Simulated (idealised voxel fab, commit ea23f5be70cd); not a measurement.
Process module under the name voxel transistor to metal
The width of the displayed cross-section, cut, is 175 nm; its cells are square, with a size of 5 nm.
Format of a cross-section: grid, square cells. Given as bands. Order: top down. Band: one or more rows of cells. Band: top height; bottom height; in nm. Then, left to right: material with width in nm, for each material. "edge to edge": a single material spanning edge to edge. "blank": empty space. Convention: height 0 is the level below which the wafer, as received, is all one material. The lowest band does not terminate at the bottom but continues downward, represented as "0..down". A width such as "30 to 40" changes by the same amount from each row of cells to the next, from the band's top row to its bottom row. "no alterations made" after a step means that no cell of the cross-section changed. "Enclosed internal voids" enumerates empty spaces isolated from the top, with no open way to it, that contain at least 8 cells, giving each as width x height at distance from the left edge, all three in nm. Anything after a step's settings on that line? It's the simulator's own note about the step. Among the settings permitted on a step's line is "overlay nm"; applied to a step with a mask, it specifies the extent to which the mask lay to the right of its planned position, whereas a negative figure signifies a position to the left.

**Below is the list of planned process steps**
1) RECEIVE [material Si]
2) OXIDIZE [depth nm 5]
3) CONFORMAL_DEP [material SiN] [thk nm 15]
4) DIRECTIONAL_DEP [material aC] [thk nm 10]
5) PATTERN [tone cover] [mask id ACTIVE] [material resist] [width nm 105] [thk nm 30] [overlay nm 0]
6) DIRECTIONAL_ETCH [etch materials aC] [depth nm 10]
7) STRIP [etch materials resist]
8) DIRECTIONAL_ETCH [etch materials SiN] [depth nm 15]
9) DIRECTIONAL_ETCH [etch materials SiO2] [depth nm 5]
10) DIRECTIONAL_ETCH [etch materials Si] [depth nm 35]
11) STRIP [etch materials aC]
12) OXIDIZE [depth nm 5]
13) FILL_DEP [material SiO2] [thk nm 5]
14) CMP [height nm 15]
15) SELECTIVE_ETCH [etch materials SiO2] [depth nm 5]
16) STRIP [etch materials SiN]
17) SELECTIVE_ETCH [etch materials SiO2] [depth nm 5]
18) OXIDIZE [depth nm 5]
19) DIRECTIONAL_DEP [material polySi] [thk nm 25]
20) DIRECTIONAL_DEP [material SiCN] [thk nm 10]
21) PATTERN [tone cover] [mask id GATE] [material resist] [width nm 15] [thk nm 20] [overlay nm 0]
22) DIRECTIONAL_ETCH [etch materials SiCN] [depth nm 20]
23) DIRECTIONAL_ETCH [etch materials polySi] [depth nm 35]
24) STRIP [etch materials resist]
25) CONFORMAL_DEP [material SiO2] [thk nm 5]
26) DIRECTIONAL_ETCH [etch materials SiO2] [depth nm 5]
27) CONFORMAL_DEP [material SiN] [thk nm 5]
28) DIRECTIONAL_ETCH [etch materials SiN] [depth nm 5]
29) DIRECTIONAL_ETCH [etch materials SiO2] [depth nm 5]
30) DIRECTIONAL_ETCH [etch materials Si] [depth nm 5]
31) EPI [material pSi] [thk nm 5]
32) FILL_DEP [material SiO2] [thk nm 5]
33) CMP [height nm 30]
34) DIRECTIONAL_DEP [material SiO2] [thk nm 15]
35) DIRECTIONAL_DEP [material aC] [thk nm 10]
36) PATTERN [tone open] [mask id CONTACT] [material resist] [width nm 30] [pitch nm 55] [thk nm 30] [overlay nm 0]
37) DIRECTIONAL_ETCH [etch materials aC] [depth nm 10]
38) STRIP [etch materials resist]
39) DIRECTIONAL_ETCH [etch materials SiO2] [depth nm 55]
40) STRIP [etch materials aC]
41) CONFORMAL_DEP [material TiN] [thk nm 5]
42) FILL_DEP [material W] [thk nm 5]
43) CMP [height nm 45]
44) CONFORMAL_DEP [material SiN] [thk nm 5]
45) DIRECTIONAL_DEP [material SiO2] [thk nm 15]
46) PATTERN [tone open] [mask id METAL_1] [material resist] [width nm 20] [pitch nm 65] [thk nm 20] [overlay nm 0]
47) DIRECTIONAL_ETCH [etch materials SiO2] [depth nm 15]
48) DIRECTIONAL_ETCH [etch materials SiN] [depth nm 5]
49) STRIP [etch materials resist]
50) CONFORMAL_DEP [material TiN] [thk nm 5]
51) FILL_DEP [material Ru] [thk nm 5]
52) CMP [height nm 65]
53) EPI [material Ru] [thk nm 5]
54) FILL_DEP [material SiCN] [thk nm 5]

**Account of the first of two wafers, which was processed as intended**

**Cross-section, incoming material, after step 1**
	0..down  Si edge to edge
	Enclosed internal voids: none

**Once step 2 is through, the wafer looks like this in cross-section**
	0..-5  SiO2 edge to edge
	Everything below -5 is unchanged.

**Once step 3 is through, the wafer looks like this in cross-section**
	15..0  SiN edge to edge
	Everything below 0 is unchanged.

**Once step 4 is through, the wafer looks like this in cross-section**
	25..15  aC edge to edge
	Everything below 15 is unchanged.

**Once step 5 is through, the wafer looks like this in cross-section**
	55..25  blank: 35  resist: 105  blank: 35
	Everything below 25 is unchanged.

**Once step 6 is through, the wafer looks like this in cross-section**
	45..25  blank: 35  resist: 105  blank: 35
	25..15  blank: 35  aC: 105  blank: 35
	Everything below 15 is unchanged.

**Once step 7 is through, the wafer looks like this in cross-section**
	25..15  blank: 35  aC: 105  blank: 35
	Everything below 15 is unchanged.

**Once step 8 is through, the wafer looks like this in cross-section**
	25..15  blank: 35  aC: 105  blank: 35
	15..0  blank: 35  SiN: 105  blank: 35
	Everything below 0 is unchanged.

**Once step 9 is through, the wafer looks like this in cross-section**
	25..15  blank: 35  aC: 105  blank: 35
	15..0  blank: 35  SiN: 105  blank: 35
	0..-5  blank: 35  SiO2: 105  blank: 35
	Everything below -5 is unchanged.

**Once step 10 is through, the wafer looks like this in cross-section**
	25..15  blank: 35  aC: 105  blank: 35
	15..0  blank: 35  SiN: 105  blank: 35
	0..-5  blank: 35  SiO2: 105  blank: 35
	-5..-40  blank: 35  Si: 105  blank: 35
	Everything below -40 is unchanged.

**Once step 11 is through, the wafer looks like this in cross-section**
	15..0  blank: 35  SiN: 105  blank: 35
	Everything below 0 is unchanged.

**Once step 12 is through, the wafer looks like this in cross-section**
	15..0  blank: 35  SiN: 105  blank: 35
	0..-5  blank: 35  SiO2: 105  blank: 35
	-5..-40  blank: 35  SiO2: 5  Si: 95  SiO2: 5  blank: 35
	-40..-45  SiO2: 40  Si: 95  SiO2: 40
	Everything below -45 is unchanged.

**Once step 13 is through, the wafer looks like this in cross-section**
	20..15  SiO2 edge to edge
	15..0  SiO2: 35  SiN: 105  SiO2: 35
	0..-5  SiO2 edge to edge
	-5..-45  SiO2: 40  Si: 95  SiO2: 40
	Everything below -45 is unchanged.

**Once step 14 is through, the wafer looks like this in cross-section**
	15..0  SiO2: 35  SiN: 105  SiO2: 35
	Everything below 0 is unchanged.

**Once step 15 is through, the wafer looks like this in cross-section**
	15..10  blank: 35  SiN: 105  blank: 35
	Everything below 10 is unchanged.

**Once step 16 is through, the wafer looks like this in cross-section**
	10..0  SiO2: 35  blank: 105  SiO2: 35
	Everything below 0 is unchanged.

**Once step 17 is through, the wafer looks like this in cross-section**
	5..-5  SiO2: 30  blank: 115  SiO2: 30
	Everything below -5 is unchanged.

**Once step 18 is through, the wafer looks like this in cross-section**
	5..-5  SiO2: 30  blank: 115  SiO2: 30
	-5..-10  SiO2 edge to edge
	Everything below -10 is unchanged.

**Once step 19 is through, the wafer looks like this in cross-section**
	30..20  polySi: 30  blank: 115  polySi: 30
	20..5  polySi edge to edge
	5..-5  SiO2: 30  polySi: 115  SiO2: 30
	Everything below -5 is unchanged.

**Once step 20 is through, the wafer looks like this in cross-section**
	40..30  SiCN: 30  blank: 115  SiCN: 30
	30..20  polySi: 30  SiCN: 115  polySi: 30
	Everything below 20 is unchanged.

**Once step 21 is through, the wafer looks like this in cross-section**
	60..40  blank: 80  resist: 15  blank: 80
	40..30  SiCN: 30  blank: 50  resist: 15  blank: 50  SiCN: 30
	Everything below 30 is unchanged.

**Once step 22 is through, the wafer looks like this in cross-section**
	60..30  blank: 80  resist: 15  blank: 80
	30..20  polySi: 30  blank: 50  SiCN: 15  blank: 50  polySi: 30
	Everything below 20 is unchanged.

**Once step 23 is through, the wafer looks like this in cross-section**
	60..30  blank: 80  resist: 15  blank: 80
	30..20  blank: 80  SiCN: 15  blank: 80
	20..5  blank: 80  polySi: 15  blank: 80
	5..-5  SiO2: 30  blank: 50  polySi: 15  blank: 50  SiO2: 30
	Everything below -5 is unchanged.

**Once step 24 is through, the wafer looks like this in cross-section**
	30..20  blank: 80  SiCN: 15  blank: 80
	Everything below 20 is unchanged.

**Once step 25 is through, the wafer looks like this in cross-section**
	35..30  blank: 75  SiO2: 25  blank: 75
	30..20  blank: 75  SiO2: 5  SiCN: 15  SiO2: 5  blank: 75
	20..10  blank: 75  SiO2: 5  polySi: 15  SiO2: 5  blank: 75
	10..0  SiO2: 35  blank: 40  SiO2: 5  polySi: 15  SiO2: 5  blank: 40  SiO2: 35
	0..-5  SiO2: 80  polySi: 15  SiO2: 80
	Everything below -5 is unchanged.

**Once step 26 is through, the wafer looks like this in cross-section**
	30..20  blank: 75  SiO2: 5  SiCN: 15  SiO2: 5  blank: 75
	20..5  blank: 75  SiO2: 5  polySi: 15  SiO2: 5  blank: 75
	5..-5  SiO2: 35  blank: 40  SiO2: 5  polySi: 15  SiO2: 5  blank: 40  SiO2: 35
	Everything below -5 is unchanged.

**Once step 27 is through, the wafer looks like this in cross-section**
	35..30  blank: 70  SiN: 35  blank: 70
	30..20  blank: 70  SiN: 5  SiO2: 5  SiCN: 15  SiO2: 5  SiN: 5  blank: 70
	20..10  blank: 70  SiN: 5  SiO2: 5  polySi: 15  SiO2: 5  SiN: 5  blank: 70
	10..5  SiN: 40  blank: 30  SiN: 5  SiO2: 5  polySi: 15  SiO2: 5  SiN: 5  blank: 30  SiN: 40
	5..0  SiO2: 35  SiN: 5  blank: 30  SiN: 5  SiO2: 5  polySi: 15  SiO2: 5  SiN: 5  blank: 30  SiN: 5  SiO2: 35
	0..-5  SiO2: 35  SiN: 40  SiO2: 5  polySi: 15  SiO2: 5  SiN: 40  SiO2: 35
	Everything below -5 is unchanged.

**Once step 28 is through, the wafer looks like this in cross-section**
	30..20  blank: 70  SiN: 5  SiO2: 5  SiCN: 15  SiO2: 5  SiN: 5  blank: 70
	20..5  blank: 70  SiN: 5  SiO2: 5  polySi: 15  SiO2: 5  SiN: 5  blank: 70
	5..-5  SiO2: 35  SiN: 5  blank: 30  SiN: 5  SiO2: 5  polySi: 15  SiO2: 5  SiN: 5  blank: 30  SiN: 5  SiO2: 35
	Everything below -5 is unchanged.

**Once step 29 is through, the wafer looks like this in cross-section**
	30..25  blank: 70  SiN: 5  blank: 5  SiCN: 15  blank: 5  SiN: 5  blank: 70
	25..20  blank: 70  SiN: 5  SiO2: 5  SiCN: 15  SiO2: 5  SiN: 5  blank: 70
	20..5  blank: 70  SiN: 5  SiO2: 5  polySi: 15  SiO2: 5  SiN: 5  blank: 70
	5..0  blank: 35  SiN: 5  blank: 30  SiN: 5  SiO2: 5  polySi: 15  SiO2: 5  SiN: 5  blank: 30  SiN: 5  blank: 35
	0..-5  SiO2: 35  SiN: 5  blank: 30  SiN: 5  SiO2: 5  polySi: 15  SiO2: 5  SiN: 5  blank: 30  SiN: 5  SiO2: 35
	-5..-10  SiO2: 40  blank: 30  SiO2: 35  blank: 30  SiO2: 40
	Everything below -10 is unchanged.

**Once step 30 is through, the wafer looks like this in cross-section**
	30..25  blank: 70  SiN: 5  blank: 5  SiCN: 15  blank: 5  SiN: 5  blank: 70
	25..20  blank: 70  SiN: 5  SiO2: 5  SiCN: 15  SiO2: 5  SiN: 5  blank: 70
	20..5  blank: 70  SiN: 5  SiO2: 5  polySi: 15  SiO2: 5  SiN: 5  blank: 70
	5..0  blank: 35  SiN: 5  blank: 30  SiN: 5  SiO2: 5  polySi: 15  SiO2: 5  SiN: 5  blank: 30  SiN: 5  blank: 35
	0..-5  SiO2: 35  SiN: 5  blank: 30  SiN: 5  SiO2: 5  polySi: 15  SiO2: 5  SiN: 5  blank: 30  SiN: 5  SiO2: 35
	-5..-10  SiO2: 40  blank: 30  SiO2: 35  blank: 30  SiO2: 40
	-10..-15  SiO2: 40  blank: 30  Si: 35  blank: 30  SiO2: 40
	Everything below -15 is unchanged.

**Once step 31 is through, the wafer looks like this in cross-section**
	30..25  blank: 70  SiN: 5  blank: 5  SiCN: 15  blank: 5  SiN: 5  blank: 70
	25..20  blank: 70  SiN: 5  SiO2: 5  SiCN: 15  SiO2: 5  SiN: 5  blank: 70
	20..5  blank: 70  SiN: 5  SiO2: 5  polySi: 15  SiO2: 5  SiN: 5  blank: 70
	5..0  blank: 35  SiN: 5  blank: 30  SiN: 5  SiO2: 5  polySi: 15  SiO2: 5  SiN: 5  blank: 30  SiN: 5  blank: 35
	0..-5  SiO2: 35  SiN: 5  blank: 30  SiN: 5  SiO2: 5  polySi: 15  SiO2: 5  SiN: 5  blank: 30  SiN: 5  SiO2: 35
	-5..-10  SiO2: 40  blank: 25  pSi: 5  SiO2: 35  pSi: 5  blank: 25  SiO2: 40
	-10..-15  SiO2: 40  pSi: 30  Si: 35  pSi: 30  SiO2: 40
	Everything below -15 is unchanged.

**Once step 32 is through, the wafer looks like this in cross-section**
	35..30  SiO2 edge to edge
	30..20  SiO2: 70  SiN: 5  SiO2: 5  SiCN: 15  SiO2: 5  SiN: 5  SiO2: 70
	20..5  SiO2: 70  SiN: 5  SiO2: 5  polySi: 15  SiO2: 5  SiN: 5  SiO2: 70
	5..-5  SiO2: 35  SiN: 5  SiO2: 30  SiN: 5  SiO2: 5  polySi: 15  SiO2: 5  SiN: 5  SiO2: 30  SiN: 5  SiO2: 35
	-5..-10  SiO2: 65  pSi: 5  SiO2: 35  pSi: 5  SiO2: 65
	Everything below -10 is unchanged.

**Once step 33 is through, the wafer looks like this in cross-section**
	30..20  SiO2: 70  SiN: 5  SiO2: 5  SiCN: 15  SiO2: 5  SiN: 5  SiO2: 70
	Everything below 20 is unchanged.

**Once step 34 is through, the wafer looks like this in cross-section**
	45..30  SiO2 edge to edge
	Everything below 30 is unchanged.

**Once step 35 is through, the wafer looks like this in cross-section**
	55..45  aC edge to edge
	Everything below 45 is unchanged.

**Once step 36 is through, the wafer looks like this in cross-section**
	85..55  resist: 45  blank: 30  resist: 25  blank: 30  resist: 45
	Everything below 55 is unchanged.

**Once step 37 is through, the wafer looks like this in cross-section**
	75..55  resist: 45  blank: 30  resist: 25  blank: 30  resist: 45
	55..45  aC: 45  blank: 30  aC: 25  blank: 30  aC: 45
	Everything below 45 is unchanged.

**Once step 38 is through, the wafer looks like this in cross-section**
	55..45  aC: 45  blank: 30  aC: 25  blank: 30  aC: 45
	Everything below 45 is unchanged.

**Once step 39 is through, the wafer looks like this in cross-section**
	55..45  aC: 45  blank: 30  aC: 25  blank: 30  aC: 45
	45..30  SiO2: 45  blank: 30  SiO2: 25  blank: 30  SiO2: 45
	30..20  SiO2: 45  blank: 25  SiN: 5  SiO2: 5  SiCN: 15  SiO2: 5  SiN: 5  blank: 25  SiO2: 45
	20..5  SiO2: 45  blank: 25  SiN: 5  SiO2: 5  polySi: 15  SiO2: 5  SiN: 5  blank: 25  SiO2: 45
	5..-5  SiO2: 35  SiN: 5  SiO2: 5  blank: 25  SiN: 5  SiO2: 5  polySi: 15  SiO2: 5  SiN: 5  blank: 25  SiO2: 5  SiN: 5  SiO2: 35
	-5..-10  SiO2: 45  blank: 20  pSi: 5  SiO2: 35  pSi: 5  blank: 20  SiO2: 45
	Everything below -10 is unchanged.

**Once step 40 is through, the wafer looks like this in cross-section**
	45..30  SiO2: 45  blank: 30  SiO2: 25  blank: 30  SiO2: 45
	Everything below 30 is unchanged.

**Once step 41 is through, the wafer looks like this in cross-section**
	50..45  TiN: 50  blank: 20  TiN: 35  blank: 20  TiN: 50
	45..35  SiO2: 45  TiN: 5  blank: 20  TiN: 5  SiO2: 25  TiN: 5  blank: 20  TiN: 5  SiO2: 45
	35..30  SiO2: 45  TiN: 5  blank: 15  TiN: 10  SiO2: 25  TiN: 10  blank: 15  TiN: 5  SiO2: 45
	30..20  SiO2: 45  TiN: 5  blank: 15  TiN: 5  SiN: 5  SiO2: 5  SiCN: 15  SiO2: 5  SiN: 5  TiN: 5  blank: 15  TiN: 5  SiO2: 45
	20..5  SiO2: 45  TiN: 5  blank: 15  TiN: 5  SiN: 5  SiO2: 5  polySi: 15  SiO2: 5  SiN: 5  TiN: 5  blank: 15  TiN: 5  SiO2: 45
	5..-5  SiO2: 35  SiN: 5  SiO2: 5  TiN: 5  blank: 15 to 10  TiN: 5 to 10  SiN: 5  SiO2: 5  polySi: 15  SiO2: 5  SiN: 5  TiN: 5 to 10  blank: 15 to 10  TiN: 5  SiO2: 5  SiN: 5  SiO2: 35
	-5..-10  SiO2: 45  TiN: 20  pSi: 5  SiO2: 35  pSi: 5  TiN: 20  SiO2: 45
	Everything below -10 is unchanged.

**Once step 42 is through, the wafer looks like this in cross-section**
	55..50  W edge to edge
	50..45  TiN: 50  W: 20  TiN: 35  W: 20  TiN: 50
	45..35  SiO2: 45  TiN: 5  W: 20  TiN: 5  SiO2: 25  TiN: 5  W: 20  TiN: 5  SiO2: 45
	35..30  SiO2: 45  TiN: 5  W: 15  TiN: 10  SiO2: 25  TiN: 10  W: 15  TiN: 5  SiO2: 45
	30..20  SiO2: 45  TiN: 5  W: 15  TiN: 5  SiN: 5  SiO2: 5  SiCN: 15  SiO2: 5  SiN: 5  TiN: 5  W: 15  TiN: 5  SiO2: 45
	20..5  SiO2: 45  TiN: 5  W: 15  TiN: 5  SiN: 5  SiO2: 5  polySi: 15  SiO2: 5  SiN: 5  TiN: 5  W: 15  TiN: 5  SiO2: 45
	5..-5  SiO2: 35  SiN: 5  SiO2: 5  TiN: 5  W: 15 to 10  TiN: 5 to 10  SiN: 5  SiO2: 5  polySi: 15  SiO2: 5  SiN: 5  TiN: 5 to 10  W: 15 to 10  TiN: 5  SiO2: 5  SiN: 5  SiO2: 35
	Everything below -5 is unchanged.

**Once step 43 is through, the wafer looks like this in cross-section**
	45..35  SiO2: 45  TiN: 5  W: 20  TiN: 5  SiO2: 25  TiN: 5  W: 20  TiN: 5  SiO2: 45
	Everything below 35 is unchanged.

**Once step 44 is through, the wafer looks like this in cross-section**
	50..45  SiN edge to edge
	Everything below 45 is unchanged.

**Once step 45 is through, the wafer looks like this in cross-section**
	65..50  SiO2 edge to edge
	Everything below 50 is unchanged.

**Once step 46 is through, the wafer looks like this in cross-section**
	85..65  resist: 45  blank: 20  resist: 45  blank: 20  resist: 45
	Everything below 65 is unchanged.

**Once step 47 is through, the wafer looks like this in cross-section**
	85..65  resist: 45  blank: 20  resist: 45  blank: 20  resist: 45
	65..50  SiO2: 45  blank: 20  SiO2: 45  blank: 20  SiO2: 45
	Everything below 50 is unchanged.

**Once step 48 is through, the wafer looks like this in cross-section**
	85..65  resist: 45  blank: 20  resist: 45  blank: 20  resist: 45
	65..50  SiO2: 45  blank: 20  SiO2: 45  blank: 20  SiO2: 45
	50..45  SiN: 45  blank: 20  SiN: 45  blank: 20  SiN: 45
	Everything below 45 is unchanged.

**Once step 49 is through, the wafer looks like this in cross-section**
	65..50  SiO2: 45  blank: 20  SiO2: 45  blank: 20  SiO2: 45
	Everything below 50 is unchanged.

**Once step 50 is through, the wafer looks like this in cross-section**
	70..65  TiN: 50  blank: 10  TiN: 55  blank: 10  TiN: 50
	65..50  SiO2: 45  TiN: 5  blank: 10  TiN: 5  SiO2: 45  TiN: 5  blank: 10  TiN: 5  SiO2: 45
	50..45  SiN: 45  TiN: 20  SiN: 45  TiN: 20  SiN: 45
	Everything below 45 is unchanged.

**Once step 51 is through, the wafer looks like this in cross-section**
	75..70  Ru edge to edge
	70..65  TiN: 50  Ru: 10  TiN: 55  Ru: 10  TiN: 50
	65..50  SiO2: 45  TiN: 5  Ru: 10  TiN: 5  SiO2: 45  TiN: 5  Ru: 10  TiN: 5  SiO2: 45
	Everything below 50 is unchanged.

**Once step 52 is through, the wafer looks like this in cross-section**
	65..50  SiO2: 45  TiN: 5  Ru: 10  TiN: 5  SiO2: 45  TiN: 5  Ru: 10  TiN: 5  SiO2: 45
	Everything below 50 is unchanged.

**Once step 53 is through, the wafer looks like this in cross-section**
	70..65  blank: 40  Ru: 30  blank: 35  Ru: 30  blank: 40
	Everything below 65 is unchanged.

**Once step 54 is through, the wafer looks like this in cross-section**
	75..70  SiCN edge to edge
	70..65  SiCN: 40  Ru: 30  SiCN: 35  Ru: 30  SiCN: 40
	Everything below 65 is unchanged.

**Wafer two: like wafer one in start and plan, but with one mistake in execution; identical up to and including step 33**

**Second wafer, section view, time point: scheduled end of step 34**
	60..30  SiO2 edge to edge
	Everything below 30 is unchanged.

**Second wafer, section view, time point: scheduled end of step 35**
	70..60  aC edge to edge
	Everything below 60 is unchanged.

**Second wafer, section view, time point: scheduled end of step 36**
	100..70  resist: 45  blank: 30  resist: 25  blank: 30  resist: 45
	Everything below 70 is unchanged.

**Second wafer, section view, time point: scheduled end of step 37**
	90..70  resist: 45  blank: 30  resist: 25  blank: 30  resist: 45
	70..60  aC: 45  blank: 30  aC: 25  blank: 30  aC: 45
	Everything below 60 is unchanged.

**Second wafer, section view, time point: scheduled end of step 38**
	70..60  aC: 45  blank: 30  aC: 25  blank: 30  aC: 45
	Everything below 60 is unchanged.

**Second wafer, section view, time point: scheduled end of step 39**
	70..60  aC: 45  blank: 30  aC: 25  blank: 30  aC: 45
	60..30  SiO2: 45  blank: 30  SiO2: 25  blank: 30  SiO2: 45
	30..20  SiO2: 45  blank: 25  SiN: 5  SiO2: 5  SiCN: 15  SiO2: 5  SiN: 5  blank: 25  SiO2: 45
	20..5  SiO2: 45  blank: 25  SiN: 5  SiO2: 5  polySi: 15  SiO2: 5  SiN: 5  blank: 25  SiO2: 45
	Everything below 5 is unchanged.

**Second wafer, section view, time point: scheduled end of step 40**
	60..30  SiO2: 45  blank: 30  SiO2: 25  blank: 30  SiO2: 45
	Everything below 30 is unchanged.

**Second wafer, section view, time point: scheduled end of step 41**
	65..60  TiN: 50  blank: 20  TiN: 35  blank: 20  TiN: 50
	60..35  SiO2: 45  TiN: 5  blank: 20  TiN: 5  SiO2: 25  TiN: 5  blank: 20  TiN: 5  SiO2: 45
	35..30  SiO2: 45  TiN: 5  blank: 15  TiN: 10  SiO2: 25  TiN: 10  blank: 15  TiN: 5  SiO2: 45
	30..20  SiO2: 45  TiN: 5  blank: 15  TiN: 5  SiN: 5  SiO2: 5  SiCN: 15  SiO2: 5  SiN: 5  TiN: 5  blank: 15  TiN: 5  SiO2: 45
	20..10  SiO2: 45  TiN: 5  blank: 15  TiN: 5  SiN: 5  SiO2: 5  polySi: 15  SiO2: 5  SiN: 5  TiN: 5  blank: 15  TiN: 5  SiO2: 45
	10..5  SiO2: 45  TiN: 25  SiN: 5  SiO2: 5  polySi: 15  SiO2: 5  SiN: 5  TiN: 25  SiO2: 45
	Everything below 5 is unchanged.

**Second wafer, section view, time point: scheduled end of step 42**
	70..65  W edge to edge
	65..60  TiN: 50  W: 20  TiN: 35  W: 20  TiN: 50
	60..35  SiO2: 45  TiN: 5  W: 20  TiN: 5  SiO2: 25  TiN: 5  W: 20  TiN: 5  SiO2: 45
	35..30  SiO2: 45  TiN: 5  W: 15  TiN: 10  SiO2: 25  TiN: 10  W: 15  TiN: 5  SiO2: 45
	30..20  SiO2: 45  TiN: 5  W: 15  TiN: 5  SiN: 5  SiO2: 5  SiCN: 15  SiO2: 5  SiN: 5  TiN: 5  W: 15  TiN: 5  SiO2: 45
	20..10  SiO2: 45  TiN: 5  W: 15  TiN: 5  SiN: 5  SiO2: 5  polySi: 15  SiO2: 5  SiN: 5  TiN: 5  W: 15  TiN: 5  SiO2: 45
	Everything below 10 is unchanged.

**Second wafer, section view, time point: scheduled end of step 43**
	45..35  SiO2: 45  TiN: 5  W: 20  TiN: 5  SiO2: 25  TiN: 5  W: 20  TiN: 5  SiO2: 45
	Everything below 35 is unchanged.

**Second wafer, section view, time point: scheduled end of step 44**
	50..45  SiN edge to edge
	Everything below 45 is unchanged.

**Second wafer, section view, time point: scheduled end of step 45**
	65..50  SiO2 edge to edge
	Everything below 50 is unchanged.

**Second wafer, section view, time point: scheduled end of step 46**
	85..65  resist: 45  blank: 20  resist: 45  blank: 20  resist: 45
	Everything below 65 is unchanged.

**Second wafer, section view, time point: scheduled end of step 47**
	85..65  resist: 45  blank: 20  resist: 45  blank: 20  resist: 45
	65..50  SiO2: 45  blank: 20  SiO2: 45  blank: 20  SiO2: 45
	Everything below 50 is unchanged.

**Second wafer, section view, time point: scheduled end of step 48**
	85..65  resist: 45  blank: 20  resist: 45  blank: 20  resist: 45
	65..50  SiO2: 45  blank: 20  SiO2: 45  blank: 20  SiO2: 45
	50..45  SiN: 45  blank: 20  SiN: 45  blank: 20  SiN: 45
	Everything below 45 is unchanged.

**Second wafer, section view, time point: scheduled end of step 49**
	65..50  SiO2: 45  blank: 20  SiO2: 45  blank: 20  SiO2: 45
	Everything below 50 is unchanged.

**Second wafer, section view, time point: scheduled end of step 50**
	70..65  TiN: 50  blank: 10  TiN: 55  blank: 10  TiN: 50
	65..50  SiO2: 45  TiN: 5  blank: 10  TiN: 5  SiO2: 45  TiN: 5  blank: 10  TiN: 5  SiO2: 45
	50..45  SiN: 45  TiN: 20  SiN: 45  TiN: 20  SiN: 45
	Everything below 45 is unchanged.

**Second wafer, section view, time point: scheduled end of step 51**
	75..70  Ru edge to edge
	70..65  TiN: 50  Ru: 10  TiN: 55  Ru: 10  TiN: 50
	65..50  SiO2: 45  TiN: 5  Ru: 10  TiN: 5  SiO2: 45  TiN: 5  Ru: 10  TiN: 5  SiO2: 45
	Everything below 50 is unchanged.

**Second wafer, section view, time point: scheduled end of step 52**
	65..50  SiO2: 45  TiN: 5  Ru: 10  TiN: 5  SiO2: 45  TiN: 5  Ru: 10  TiN: 5  SiO2: 45
	Everything below 50 is unchanged.

**Second wafer, section view, time point: scheduled end of step 53**
	70..65  blank: 40  Ru: 30  blank: 35  Ru: 30  blank: 40
	Everything below 65 is unchanged.

**Second wafer, section view, time point: scheduled end of step 54**
	75..70  SiCN edge to edge
	70..65  SiCN: 40  Ru: 30  SiCN: 35  Ru: 30  SiCN: 40
	Everything below 65 is unchanged.
Nonconformance to the process plan: step 34 of the plan was performed twice
at the end the second wafer has, in cells: SiO2: 28 more; TiN: 12 fewer; W: 16 fewer
